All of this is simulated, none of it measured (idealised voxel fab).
process module | voxel transistor to metal
cross-section cut | 270 nm wide | cells 5 nm
A cross-section is a grid of square cells, given in bands from the top down. A band is one or more rows of cells.
Each band's line starts with the height of the band's top and of its bottom, in nm. Then come its materials from left to right, each with its width in nm. One material with "throughout" fills the band from edge to edge. "air" is empty space.
Height 0 is the level under which the wafer as received is all one material. The lowest band goes on downwards, as in "0 down".
A width such as "30 to 40" changes by the same amount from each row of cells to the next, from the band's top row to its bottom row.
"no change" after a step means that no cell of the cross-section changed.
closed voids: empty space of 8 cells or more with no open way to the top, each as width x height at its distance from the left edge, in nm
after a step's settings: what the simulator itself notes on the step
overlay nm, on a step with a mask: how far to the right of its planned place the mask lay; to the left if negative
plan
1 op RECEIVE | material Si
2 op CONFORMAL_DEP | material SiO2 | thk nm 5
3 op CONFORMAL_DEP | material SiN | thk nm 10
4 op DIRECTIONAL_DEP | material aC | thk nm 15
5 op PATTERN | tone cover | mask id ACTIVE | material resist | width nm 105 | pitch nm 135 | thk nm 30 | overlay nm 0
6 op DIRECTIONAL_ETCH | etch materials aC | depth nm 15
7 op STRIP | etch materials resist
8 op DIRECTIONAL_ETCH | etch materials SiN | depth nm 10
9 op DIRECTIONAL_ETCH | etch materials SiO2 | depth nm 5
10 op DIRECTIONAL_ETCH | etch materials Si | depth nm 30
11 op STRIP | etch materials aC
12 op FILL_DEP | material SiO2 | thk nm 10
13 op CMP | height nm 15
14 op SELECTIVE_ETCH | etch materials SiO2 | depth nm 10
15 op STRIP | etch materials SiN
16 op SELECTIVE_ETCH | etch materials SiO2 | depth nm 5
17 op OXIDIZE | depth nm 5
18 op DIRECTIONAL_DEP | material polySi | thk nm 25
19 op DIRECTIONAL_DEP | material SiCN | thk nm 15
20 op MASKED_ETCH | tone cover | mask id GATE | width nm 15 | pitch nm 135 | etch materials SiCN | depth nm 25 | overlay nm 0
21 op MASKED_ETCH | tone cover | mask id GATE | width nm 15 | pitch nm 135 | etch materials polySi | depth nm 35 | overlay nm 0
22 op CONFORMAL_DEP | material SiN | thk nm 5
23 op DIRECTIONAL_ETCH | etch materials SiN | depth nm 5
24 op DIRECTIONAL_ETCH | etch materials SiO2 | depth nm 5
25 op DIRECTIONAL_ETCH | etch materials Si | depth nm 15
26 op EPI | material pSi | thk nm 20
27 op FILL_DEP | material SiO2 | thk nm 5
28 op CMP | height nm 40
29 op DIRECTIONAL_DEP | material SiO2 | thk nm 15
30 op DIRECTIONAL_DEP | material aC | thk nm 10
31 op PATTERN | tone open | mask id CONTACT | material resist | width nm 35 | thk nm 30 | overlay nm 0
32 op DIRECTIONAL_ETCH | etch materials aC | depth nm 10
33 op STRIP | etch materials resist
34 op DIRECTIONAL_ETCH | etch materials SiO2 | depth nm 55
35 op STRIP | etch materials aC
36 op CONFORMAL_DEP | material TiN | thk nm 5
37 op FILL_DEP | material W | thk nm 5
38 op CMP | height nm 55
39 op DIRECTIONAL_DEP | material TiN | thk nm 5
40 op DIRECTIONAL_DEP | material W | thk nm 20
41 op MASKED_ETCH | tone cover | mask id METAL_1 | width nm 20 | etch materials W | depth nm 20 | overlay nm 0
42 op MASKED_ETCH | tone cover | mask id METAL_1 | width nm 20 | etch materials TiN | depth nm 5 | overlay nm 0
43 op CONFORMAL_DEP | material SiN | thk nm 5
44 op FILL_DEP | material SiO2 | thk nm 5
45 op CMP | height nm 80
46 op CONFORMAL_DEP | material SiCN | thk nm 5
47 op DIRECTIONAL_DEP | material lowk | thk nm 35
48 op DIRECTIONAL_DEP | material aC | thk nm 15
49 op PATTERN | tone open | mask id METAL_2_HOLES | material resist | width nm 15 | pitch nm 135 | thk nm 35 | overlay nm 0
50 op DIRECTIONAL_ETCH | etch materials aC | depth nm 15
51 op STRIP | etch materials resist
52 op DIRECTIONAL_ETCH | etch materials lowk | depth nm 35
53 op STRIP | etch materials aC
54 op DIRECTIONAL_DEP | material aC | thk nm 10
55 op PATTERN | tone open | mask id METAL_2 | material resist | width nm 20 | pitch nm 135 | thk nm 30 | overlay nm 0
56 op DIRECTIONAL_ETCH | etch materials aC | depth nm 10
57 op STRIP | etch materials resist
58 op DIRECTIONAL_ETCH | etch materials lowk | depth nm 20
59 op DIRECTIONAL_ETCH | etch materials SiCN | depth nm 5
60 op STRIP | etch materials aC
61 op CONFORMAL_DEP | material TiN | thk nm 5
62 op FILL_DEP | material Cu | thk nm 5
63 op CMP | height nm 120
64 op CONFORMAL_DEP | material SiCN | thk nm 5
as received, after step 1
  0 down: Si throughout
  closed voids: none
first wafer at the end, as planned
  125 to 120: SiCN throughout
  120 to 105: lowk 20 | TiN 5 | Cu 10 | TiN 5 | lowk 115 | TiN 5 | Cu 10 | TiN 5 | lowk 95
  105 to 100: lowk 20 | TiN 5 | Cu 5 | TiN 10 | lowk 115 | TiN 5 | Cu 5 | TiN 10 | lowk 95
  100 to 85: lowk 20 | TiN 5 | Cu 5 | TiN 5 | lowk 120 | TiN 5 | Cu 5 | TiN 5 | lowk 100
  85 to 80: SiCN 20 | TiN 15 | SiCN 120 | TiN 15 | SiCN 100
  80 to 60: SiO2 15 | SiN 5 | W 20 | SiN 5 | SiO2 45 | SiN 5 | W 20 | SiN 5 | SiO2 30 | SiN 5 | W 20 | SiN 5 | SiO2 45 | SiN 5 | W 20 | SiN 5 | SiO2 15
  60 to 55: SiN 20 | TiN 20 | SiN 55 | TiN 20 | SiN 40 | TiN 20 | SiN 55 | TiN 20 | SiN 20
  55 to 40: SiO2 20 | TiN 5 | W 25 | TiN 5 | SiO2 25 | TiN 5 | W 25 | TiN 5 | SiO2 40 | TiN 5 | W 25 | TiN 5 | SiO2 25 | TiN 5 | W 25 | TiN 5 | SiO2 20
  40 to 25: SiO2 20 | TiN 5 | W 25 | TiN 5 | SiN 5 | SiCN 15 | SiN 5 | TiN 5 | W 25 | TiN 5 | SiO2 40 | TiN 5 | W 25 | TiN 5 | SiN 5 | SiCN 15 | SiN 5 | TiN 5 | W 25 | TiN 5 | SiO2 20
  25 to 15: SiO2 20 | TiN 5 | W 25 to 5 | TiN 5 to 25 | SiN 5 | polySi 15 | SiN 5 | TiN 5 to 25 | W 25 to 5 | TiN 5 | SiO2 40 | TiN 5 | W 25 to 5 | TiN 5 to 25 | SiN 5 | polySi 15 | SiN 5 | TiN 5 to 25 | W 25 to 5 | TiN 5 | SiO2 20
  15 to 5: SiO2 20 | TiN 5 | W 5 | TiN 5 | pSi 20 | SiN 5 | polySi 15 | SiN 5 | pSi 20 | TiN 5 | W 5 | TiN 5 | SiO2 40 | TiN 5 | W 5 | TiN 5 | pSi 20 | SiN 5 | polySi 15 | SiN 5 | pSi 20 | TiN 5 | W 5 | TiN 5 | SiO2 20
  5 to 0: SiO2 20 | TiN 15 | pSi 20 | SiN 5 | polySi 15 | SiN 5 | pSi 20 | TiN 15 | SiO2 40 | TiN 15 | pSi 20 | SiN 5 | polySi 15 | SiN 5 | pSi 20 | TiN 15 | SiO2 20
  0 to -5: SiO2 10 | pSi 45 | SiO2 25 | pSi 45 | SiO2 20 | pSi 45 | SiO2 25 | pSi 45 | SiO2 10
  -5 to -20: SiO2 15 | pSi 40 | Si 25 | pSi 40 | SiO2 30 | pSi 40 | Si 25 | pSi 40 | SiO2 15
  -20 to -30: SiO2 15 | Si 105 | SiO2 30 | Si 105 | SiO2 15
  -30 down: Si throughout
  closed voids: none
second wafer at the end: like start, like plan, one mistake
  125 to 120: SiCN throughout
  120 to 105: lowk 20 | TiN 5 | Cu 10 | TiN 5 | lowk 115 | TiN 5 | Cu 10 | TiN 5 | lowk 95
  105 to 100: lowk 20 | TiN 5 | Cu 5 | TiN 10 | lowk 115 | TiN 5 | Cu 5 | TiN 10 | lowk 95
  100 to 85: lowk 20 | TiN 5 | Cu 5 | TiN 5 | lowk 120 | TiN 5 | Cu 5 | TiN 5 | lowk 100
  85 to 80: SiCN 20 | TiN 15 | SiCN 120 | TiN 15 | SiCN 100
  80 to 60: SiO2 15 | SiN 5 | W 20 | SiN 5 | SiO2 45 | SiN 5 | W 20 | SiN 5 | SiO2 30 | SiN 5 | W 20 | SiN 5 | SiO2 45 | SiN 5 | W 20 | SiN 5 | SiO2 15
  60 to 55: SiN 20 | TiN 20 | SiN 55 | TiN 20 | SiN 40 | TiN 20 | SiN 55 | TiN 20 | SiN 20
  55 to 45: SiO2 15 | TiN 5 | W 25 | TiN 5 | SiO2 25 | TiN 5 | W 25 | TiN 5 | SiO2 40 | TiN 5 | W 25 | TiN 5 | SiO2 25 | TiN 5 | W 25 | TiN 5 | SiO2 25
  45 to 40: SiO2 15 | TiN 5 | W 25 | TiN 5 | SiO2 25 | TiN 10 | W 20 | TiN 5 | SiO2 40 | TiN 5 | W 25 | TiN 5 | SiO2 25 | TiN 10 | W 20 | TiN 5 | SiO2 25
  40 to 25: SiO2 15 | TiN 5 | W 25 | TiN 5 | SiO2 5 | SiN 5 | SiCN 15 | SiN 5 | TiN 5 | W 20 | TiN 5 | SiO2 40 | TiN 5 | W 25 | TiN 5 | SiO2 5 | SiN 5 | SiCN 15 | SiN 5 | TiN 5 | W 20 | TiN 5 | SiO2 25
  25 to 20: SiO2 15 | TiN 5 | W 25 | TiN 5 | SiO2 5 | SiN 5 | polySi 15 | SiN 5 | TiN 5 | W 20 | TiN 5 | SiO2 40 | TiN 5 | W 25 | TiN 5 | SiO2 5 | SiN 5 | polySi 15 | SiN 5 | TiN 5 | W 20 | TiN 5 | SiO2 25
  20 to 15: SiO2 15 | TiN 5 | W 10 | TiN 20 | SiO2 5 | SiN 5 | polySi 15 | SiN 5 | TiN 30 | SiO2 40 | TiN 5 | W 10 | TiN 20 | SiO2 5 | SiN 5 | polySi 15 | SiN 5 | TiN 30 | SiO2 25
  15 to 5: SiO2 15 | TiN 5 | W 10 | TiN 5 | pSi 20 | SiN 5 | polySi 15 | SiN 5 | pSi 20 | TiN 10 | SiO2 40 | TiN 5 | W 10 | TiN 5 | pSi 20 | SiN 5 | polySi 15 | SiN 5 | pSi 20 | TiN 10 | SiO2 25
  5 to 0: SiO2 15 | TiN 20 | pSi 20 | SiN 5 | polySi 15 | SiN 5 | pSi 20 | TiN 10 | SiO2 40 | TiN 20 | pSi 20 | SiN 5 | polySi 15 | SiN 5 | pSi 20 | TiN 10 | SiO2 25
  0 to -5: SiO2 10 | pSi 45 | SiO2 25 | pSi 45 | SiO2 20 | pSi 45 | SiO2 25 | pSi 45 | SiO2 10
  -5 to -20: SiO2 15 | pSi 40 | Si 25 | pSi 40 | SiO2 30 | pSi 40 | Si 25 | pSi 40 | SiO2 15
  -20 to -30: SiO2 15 | Si 105 | SiO2 30 | Si 105 | SiO2 15
  -30 down: Si throughout
  closed voids: none
what went wrong: step 31 ran as: op PATTERN | tone open | mask id CONTACT | material resist | width nm 35 | thk nm 30 | overlay nm -5
at the end the second wafer has, in cells: 10 more of SiO2 | 10 fewer of W
